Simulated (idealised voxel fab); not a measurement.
Process module name: voxel wiring stack
For reference, the cross-section in this document is cut, with width 160 nm and square cells of 5 nm.
This document writes a cross-section as a grid whose cells are square, and gives it as bands, listed from the top down; one or more rows of cells form a band.
Per band: top height and bottom height in nm, followed by the left-to-right materials and their widths in nm; "throughout" marks a single material spanning edge to edge, "blank" marks empty space.
Heads up on the height convention: 0 is the point under which the incoming wafer is all one material, and the lowest band has no bottom, it just keeps going down, like "0 nm and below".
Read "30..40" as a graded width: first number on top, second number at the bottom, same change between each pair of neighbouring rows.
Step note "remains unaltered" = no cross-section cell changed.
Reported under the label "Sealed void list" are the empty spaces having no open way to the top and comprising 8 cells or more; the notation for each is width x height at distance, in which the distance is measured from the left edge and all three values are in nm.
What comes after the settings on a step's line is commentary from the simulator itself on that step.
overlay nm: where the mask lay relative to plan, measured to the right, on steps with a mask; negatives go left.
INTENDED PROCESS STEPS
- 1: op RECEIVE | material Si
- 2: op CONFORMAL_DEP | material SiO2 | thk nm 15
- 3: op CONFORMAL_DEP | material SiN | thk nm 5
- 4: op DIRECTIONAL_DEP | material SiO2 | thk nm 15
- 5: op PATTERN | tone open | mask id METAL_1 | material resist | width nm 30 | pitch nm 45 | thk nm 15 | overlay nm 0
- 6: op DIRECTIONAL_ETCH | etch materials SiO2 | depth nm 15
- 7: op DIRECTIONAL_ETCH | etch materials SiN | depth nm 5
- 8: op STRIP | etch materials resist
- 9: op CONFORMAL_DEP | material TiN | thk nm 5
- 10: op FILL_DEP | material W | thk nm 10
- 11: op CMP | height nm 35
- 12: op CONFORMAL_DEP | material SiCN | thk nm 5
- 13: op DIRECTIONAL_DEP | material SiO2 | thk nm 20
- 14: op PATTERN | tone open | mask id PLUG_1 | material resist | width nm 15 | thk nm 15 | overlay nm 0
- 15: op DIRECTIONAL_ETCH | etch materials SiO2 | depth nm 20
- 16: op DIRECTIONAL_ETCH | etch materials SiCN | depth nm 5
- 17: op STRIP | etch materials resist
- 18: op EPI | material Ru | thk nm 10
- 19: op EPI | material Ru | thk nm 10
- 20: op EPI | material Ru | thk nm 5
- 21: op CONFORMAL_DEP | material SiCN | thk nm 5
- 22: op DIRECTIONAL_DEP | material SiO2 | thk nm 15
- 23: op PATTERN | tone open | mask id METAL_2 | material resist | width nm 30 | pitch nm 45 | thk nm 20 | overlay nm 0
- 24: op DIRECTIONAL_ETCH | etch materials SiO2 | depth nm 15
- 25: op DIRECTIONAL_ETCH | etch materials SiCN | depth nm 5
- 26: op STRIP | etch materials resist
- 27: op CONFORMAL_DEP | material TiN | thk nm 5
- 28: op FILL_DEP | material Ru | thk nm 5
- 29: op CMP | height nm 80
- 30: op CONFORMAL_DEP | material SiCN | thk nm 5
- 31: op DIRECTIONAL_DEP | material lowk | thk nm 15
- 32: op PATTERN | tone open | mask id PLUG_2 | material resist | width nm 15 | thk nm 15 | overlay nm 0
- 33: op DIRECTIONAL_ETCH | etch materials lowk | depth nm 15
- 34: op DIRECTIONAL_ETCH | etch materials SiCN | depth nm 5
- 35: op STRIP | etch materials resist
- 36: op CONFORMAL_DEP | material TiN | thk nm 5
- 37: op FILL_DEP | material Ru | thk nm 10
- 38: op CMP | height nm 100
- 39: op CONFORMAL_DEP | material SiN | thk nm 5
- 40: op DIRECTIONAL_DEP | material lowk | thk nm 25
- 41: op PATTERN | tone open | mask id METAL_3 | material resist | width nm 30 | pitch nm 45 | thk nm 15 | overlay nm 0
- 42: op DIRECTIONAL_ETCH | etch materials lowk | depth nm 25
- 43: op DIRECTIONAL_ETCH | etch materials SiN | depth nm 5
- 44: op STRIP | etch materials resist
- 45: op CONFORMAL_DEP | material TiN | thk nm 5
- 46: op FILL_DEP | material W | thk nm 10
- 47: op CMP | height nm 130
- 48: op CONFORMAL_DEP | material SiCN | thk nm 5
THE CROSS-SECTION HERE SHOWS THE WAFER AS RECEIVED, I.E. IN ITS STATE AFTER STEP 1
	0 nm and below | Si throughout
	Sealed void list: none
CROSS-SECTIONAL VIEW OF THE FIRST OF THE TWO WAFERS UPON COMPLETION OF THE MODULE, PROCESSED IN ACCORDANCE WITH THE PLAN
	135 nm to 130 nm | SiCN throughout
	130 nm to 105 nm | lowk 40, then TiN 5, then W 20, then TiN 5, then lowk 15, then TiN 5, then W 20, then TiN 5, then lowk 45
	105 nm to 100 nm | SiN 40, then TiN 30, then SiN 15, then TiN 30, then SiN 45
	100 nm to 85 nm | lowk 40, then TiN 5, then Ru 5, then TiN 5, then lowk 105
	85 nm to 80 nm | SiCN 40, then TiN 15, then SiCN 105
	80 nm to 65 nm | SiO2 40, then TiN 5, then Ru 20, then TiN 5, then SiO2 15, then TiN 5, then Ru 20, then TiN 5, then SiO2 45
	65 nm to 60 nm | SiCN 40, then TiN 30, then SiCN 15, then TiN 30, then SiCN 45
	60 nm to 40 nm | SiO2 40, then Ru 15, then SiO2 105
	40 nm to 35 nm | SiCN 40, then Ru 15, then SiCN 105
	35 nm to 20 nm | SiO2 40, then TiN 5, then W 20, then TiN 5, then SiO2 15, then TiN 5, then W 20, then TiN 5, then SiO2 45
	20 nm to 15 nm | SiN 40, then TiN 30, then SiN 15, then TiN 30, then SiN 45
	15 nm to 0 nm | SiO2 throughout
	0 nm and below | Si throughout
	Sealed void list: none
PRESENTED HERE IS A CROSS-SECTION OF THE SECOND OF THE TWO WAFERS AS IT STOOD AT THE END OF THE MODULE. IT WAS STARTED IN THE SAME MANNER AND ASSIGNED THE SAME PLAN AS THE FIRST WAFER; HOWEVER, ONE MISTAKE WAS MADE IN ITS EXECUTION
	135 nm to 130 nm | SiCN throughout
	130 nm to 105 nm | lowk 45, then TiN 5, then W 15, then TiN 5, then lowk 20, then TiN 5, then W 15, then TiN 5, then lowk 45
	105 nm to 100 nm | SiN 45, then TiN 25, then SiN 20, then TiN 25, then SiN 45
	100 nm to 85 nm | lowk 40, then TiN 5, then Ru 5, then TiN 5, then lowk 105
	85 nm to 80 nm | SiCN 40, then TiN 15, then SiCN 105
	80 nm to 65 nm | SiO2 40, then TiN 5, then Ru 20, then TiN 5, then SiO2 15, then TiN 5, then Ru 20, then TiN 5, then SiO2 45
	65 nm to 60 nm | SiCN 40, then TiN 30, then SiCN 15, then TiN 30, then SiCN 45
	60 nm to 40 nm | SiO2 40, then Ru 15, then SiO2 105
	40 nm to 35 nm | SiCN 40, then Ru 15, then SiCN 105
	35 nm to 20 nm | SiO2 40, then TiN 5, then W 20, then TiN 5, then SiO2 15, then TiN 5, then W 20, then TiN 5, then SiO2 45
	20 nm to 15 nm | SiN 40, then TiN 30, then SiN 15, then TiN 30, then SiN 45
	15 nm to 0 nm | SiO2 throughout
	0 nm and below | Si throughout
	Sealed void list: none
Processing error: step 41 did not happen as planned, as run it was op PATTERN | tone open | mask id METAL_3 | material resist | width nm 25 | pitch nm 45 | thk nm 15 | overlay nm 0
Final difference in cells, second wafer against first, listed per material as more or fewer: +2 SiN, -2 TiN, -10 W, +10 lowk
